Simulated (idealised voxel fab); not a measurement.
Process module under the name voxel capacitor over wiring
The cross-section on display is named cut; it measures 265 nm wide, and its cells are 5 nm squares.
Bands, listed from the top down, are how a cross-section gets written in this document; the cross-section itself is a grid of square cells, and a band is one or more rows of them.
A band entry consists of two parts. The first gives the height of the band's top and the height of its bottom, in nm. The rest lists the band's materials from left to right, each with its width in nm. A single material labelled with the word "edge to edge" fills the band from edge to edge, and the word "blank" marks empty space.
Heights are measured from 0, the level below which the as-received wafer is all one material; the lowest band has no bottom and continues downward, written as in "from 0 down".
A two-number width, for instance "30 to 40", indicates that the width is equal to the first number in the top row of the band and to the second number in the bottom row, and that it changes by a constant amount per row of cells.
No cell of the cross-section changed in a step that is given as "nothing was modified".
If an empty space has no open way to the top and is at least 8 cells in size, "Non-vented voids" lists it, written width x height at distance, where distance is measured from the left edge and every value is in nm.
It should be noted that, on the line of a given step, the content following the step's settings is a remark produced by the simulator itself with respect to that step.
What "overlay nm" on a step's line means: if the step has a mask, that mask lay this far to the right of its planned place, or, when the value is negative, to the left.

**The steps planned for the process are as follows**
1) op RECEIVE | material Si
2) op CONFORMAL_DEP | material SiO2 | thk nm 10
3) op CONFORMAL_DEP | material SiN | thk nm 5
4) op DIRECTIONAL_DEP | material lowk | thk nm 15
5) op DIRECTIONAL_DEP | material aC | thk nm 10
6) op PATTERN | tone open | mask id METAL_1 | material resist | width nm 30 | pitch nm 100 | thk nm 25 | overlay nm 0
7) op DIRECTIONAL_ETCH | etch materials aC | depth nm 10
8) op STRIP | etch materials resist
9) op DIRECTIONAL_ETCH | etch materials lowk | depth nm 15
10) op DIRECTIONAL_ETCH | etch materials SiN | depth nm 5
11) op STRIP | etch materials aC
12) op CONFORMAL_DEP | material TiN | thk nm 5
13) op FILL_DEP | material Cu | thk nm 10
14) op CMP | height nm 30
15) op EPI | material Ru | thk nm 5
16) op FILL_DEP | material SiCN | thk nm 5
17) op DIRECTIONAL_DEP | material lowk | thk nm 20
18) op MASKED_ETCH | tone open | mask id PLUG_1 | width nm 15 | etch materials lowk | depth nm 20 | overlay nm 0
19) op MASKED_ETCH | tone open | mask id PLUG_1 | width nm 15 | etch materials SiCN | depth nm 5 | overlay nm 0
20) op EPI | material Ru | thk nm 10
21) op EPI | material Ru | thk nm 10
22) op EPI | material Ru | thk nm 5
23) op DIRECTIONAL_DEP | material TiN | thk nm 10
24) op DIRECTIONAL_DEP | material Al2O3 | thk nm 5
25) op DIRECTIONAL_DEP | material TiN | thk nm 5
26) op PATTERN | tone cover | mask id UPPER_PLATE | material resist | width nm 75 | thk nm 15 | overlay nm 0
27) op DIRECTIONAL_ETCH | etch materials TiN | depth nm 5
28) op DIRECTIONAL_ETCH | etch materials Al2O3 | depth nm 5
29) op STRIP | etch materials resist
30) op MASKED_ETCH | tone cover | mask id LOWER_PLATE | width nm 85 | etch materials TiN | depth nm 10 | overlay nm 0
31) op FILL_DEP | material SiO2 | thk nm 15
32) op CMP | height nm 90
33) op DIRECTIONAL_DEP | material aC | thk nm 15
34) op PATTERN | tone open | mask id PLUG_2 | material resist | width nm 15 | thk nm 35 | overlay nm 0
35) op DIRECTIONAL_ETCH | etch materials aC | depth nm 15
36) op STRIP | etch materials resist
37) op DIRECTIONAL_ETCH | etch materials SiO2 | depth nm 10
38) op STRIP | etch materials aC
39) op CONFORMAL_DEP | material TiN | thk nm 5
40) op FILL_DEP | material Ru | thk nm 10
41) op CMP | height nm 90
42) op CONFORMAL_DEP | material SiCN | thk nm 5

**Cross-section of the wafer at receipt, which is the condition after step 1**
    from 0 down: Si edge to edge
    Non-vented voids: none

**Looking at the first of two wafers in cross-section at end of module - ran to plan**
    from 95 to 90: SiCN edge to edge
    from 90 to 85: 90 of SiO2; 5 of TiN; 5 of Ru; 5 of TiN; 160 of SiO2
    from 85 to 75: 90 to 80 of SiO2; 15 to 75 of TiN; 160 to 110 of SiO2
    from 75 to 70: 80 of SiO2; 75 of Al2O3; 110 of SiO2
    from 70 to 60: 75 of SiO2; 85 of TiN; 105 of SiO2
    from 60 to 40: 80 of lowk; 15 of Ru; 170 of lowk
    from 40 to 35: 80 of SiCN; 15 of Ru; 170 of SiCN
    from 35 to 30: 60 of SiCN; 40 of Ru; 60 of SiCN; 40 of Ru; 65 of SiCN
    from 30 to 15: 65 of lowk; 5 of TiN; 20 of Cu; 5 of TiN; 70 of lowk; 5 of TiN; 20 of Cu; 5 of TiN; 70 of lowk
    from 15 to 10: 65 of SiN; 30 of TiN; 70 of SiN; 30 of TiN; 70 of SiN
    from 10 to 0: SiO2 edge to edge
    from 0 down: Si edge to edge
    Non-vented voids: none

**What the second wafer looks like in cross-section once the module is done. Its start and its plan matched the first wafer's exactly; what differed was one mistake in how it was run**
    from 95 to 90: SiCN edge to edge
    from 90 to 85: 90 of SiO2; 5 of TiN; 5 of Ru; 5 of TiN; 160 of SiO2
    from 85 to 75: 90 to 80 of SiO2; 15 to 75 of TiN; 160 to 110 of SiO2
    from 75 to 70: 80 of SiO2; 75 of Al2O3; 110 of SiO2
    from 70 to 60: 75 of SiO2; 85 of TiN; 105 of SiO2
    from 60 to 40: 80 of lowk; 15 of Ru; 170 of lowk
    from 40 to 35: 80 of SiCN; 15 of Ru; 170 of SiCN
    from 35 to 30: 70 of Ru; 20 of SiCN; 80 of Ru; 20 of SiCN; 75 of Ru
    from 30 to 15: 60 of Cu; 5 of TiN; 30 of lowk; 5 of TiN; 60 of Cu; 5 of TiN; 30 of lowk; 5 of TiN; 65 of Cu
    from 15 to 10: 65 of TiN; 30 of SiN; 70 of TiN; 30 of SiN; 70 of TiN
    from 10 to 0: SiO2 edge to edge
    from 0 down: Si edge to edge
    Non-vented voids: none
Run error: in deviation from the planned setting, step 6 was conducted as op PATTERN | tone cover | mask id METAL_1 | material resist | width nm 30 | pitch nm 100 | thk nm 25 | overlay nm 0
End of process, cell counts, second wafer against first, materials with more or fewer: Cu: 87 more; Ru: 29 more; SiCN: 29 fewer; SiN: 29 fewer; TiN: 29 more; lowk: 87 fewer
